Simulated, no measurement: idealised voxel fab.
process module | voxel capacitor over wiring
cross-section cut | 245 nm wide | cells 5 nm
A cross-section is a grid of square cells, given in bands from the top down. A band is one or more rows of cells.
Each band's line starts with the height of the band's top and of its bottom, in nm. Then come its materials from left to right, each with its width in nm. One material with "throughout" fills the band from edge to edge. "air" is empty space.
Height 0 is the level under which the wafer as received is all one material. The lowest band goes on downwards, as in "0 down".
A width such as "30 to 40" changes by the same amount from each row of cells to the next, from the band's top row to its bottom row.
"no change" after a step means that no cell of the cross-section changed.
closed voids: empty space of 8 cells or more with no open way to the top, each as width x height at its distance from the left edge, in nm
after a step's settings: what the simulator itself notes on the step
overlay nm, on a step with a mask: how far to the right of its planned place the mask lay; to the left if negative
plan
1 op RECEIVE | material Si
2 op CONFORMAL_DEP | material SiO2 | thk nm 15
3 op CONFORMAL_DEP | material SiN | thk nm 5
4 op DIRECTIONAL_DEP | material SiO2 | thk nm 20
5 op DIRECTIONAL_DEP | material aC | thk nm 10
6 op PATTERN | tone open | mask id METAL_1 | material resist | width nm 25 | pitch nm 90 | thk nm 25 | overlay nm 0
7 op DIRECTIONAL_ETCH | etch materials aC | depth nm 10
8 op STRIP | etch materials resist
9 op DIRECTIONAL_ETCH | etch materials SiO2 | depth nm 20
10 op DIRECTIONAL_ETCH | etch materials SiN | depth nm 5
11 op STRIP | etch materials aC
12 op CONFORMAL_DEP | material TiN | thk nm 5
13 op FILL_DEP | material W | thk nm 10
14 op CMP | height nm 40
15 op CONFORMAL_DEP | material SiCN | thk nm 5
16 op DIRECTIONAL_DEP | material lowk | thk nm 20
17 op MASKED_ETCH | tone open | mask id PLUG_1 | width nm 15 | etch materials lowk | depth nm 20 | overlay nm 0
18 op MASKED_ETCH | tone open | mask id PLUG_1 | width nm 15 | etch materials SiCN | depth nm 5 | overlay nm 0
19 op CONFORMAL_DEP | material TiN | thk nm 5
20 op FILL_DEP | material W | thk nm 5
21 op CMP | height nm 65
22 op DIRECTIONAL_DEP | material TiN | thk nm 10
23 op DIRECTIONAL_DEP | material HfO2 | thk nm 5
24 op DIRECTIONAL_DEP | material TiN | thk nm 10
25 op DIRECTIONAL_DEP | material aC | thk nm 15
26 op PATTERN | tone cover | mask id UPPER_PLATE | material resist | width nm 70 | thk nm 30 | overlay nm 0
27 op DIRECTIONAL_ETCH | etch materials aC | depth nm 15
28 op STRIP | etch materials resist
29 op DIRECTIONAL_ETCH | etch materials TiN | depth nm 10
30 op DIRECTIONAL_ETCH | etch materials HfO2 | depth nm 5
31 op STRIP | etch materials aC
32 op DIRECTIONAL_DEP | material aC | thk nm 15
33 op PATTERN | tone cover | mask id LOWER_PLATE | material resist | width nm 80 | thk nm 30 | overlay nm 0
34 op DIRECTIONAL_ETCH | etch materials aC | depth nm 15
35 op STRIP | etch materials resist
36 op DIRECTIONAL_ETCH | etch materials TiN | depth nm 10
37 op STRIP | etch materials aC
38 op FILL_DEP | material SiO2 | thk nm 15
39 op CMP | height nm 100
40 op DIRECTIONAL_DEP | material aC | thk nm 15
41 op PATTERN | tone open | mask id PLUG_2 | material resist | width nm 15 | thk nm 35 | overlay nm 0
42 op DIRECTIONAL_ETCH | etch materials aC | depth nm 15
43 op STRIP | etch materials resist
44 op DIRECTIONAL_ETCH | etch materials SiO2 | depth nm 10
45 op STRIP | etch materials aC
46 op CONFORMAL_DEP | material TiN | thk nm 5
47 op FILL_DEP | material Ru | thk nm 10
48 op CMP | height nm 100
49 op CONFORMAL_DEP | material SiN | thk nm 5
as received, after step 1
  0 down: Si throughout
  closed voids: none
a wafer at the end: this start, this plan, one mistake
  105 to 100: SiN throughout
  100 to 95: SiO2 85 | TiN 5 | Ru 5 | TiN 5 | SiO2 145
  95 to 90: SiO2 85 | TiN 15 | SiO2 145
  90 to 80: SiO2 70 | TiN 5 | SiO2 70 | TiN 5 | SiO2 95
  80 to 75: HfO2 75 | SiO2 70 | HfO2 100
  75 to 65: TiN throughout
  65 to 45: lowk 75 | TiN 5 | W 5 | TiN 5 | lowk 155
  45 to 40: SiCN 75 | TiN 15 | SiCN 155
  40 to 20: SiO2 65 | TiN 5 | W 15 | TiN 5 | SiO2 65 | TiN 5 | W 15 | TiN 5 | SiO2 65
  20 to 15: SiN 65 | TiN 25 | SiN 65 | TiN 25 | SiN 65
  15 to 0: SiO2 throughout
  0 down: Si throughout
  closed voids: none
what went wrong: step 26 ran as: op PATTERN | tone open | mask id UPPER_PLATE | material resist | width nm 70 | thk nm 30 | overlay nm 0
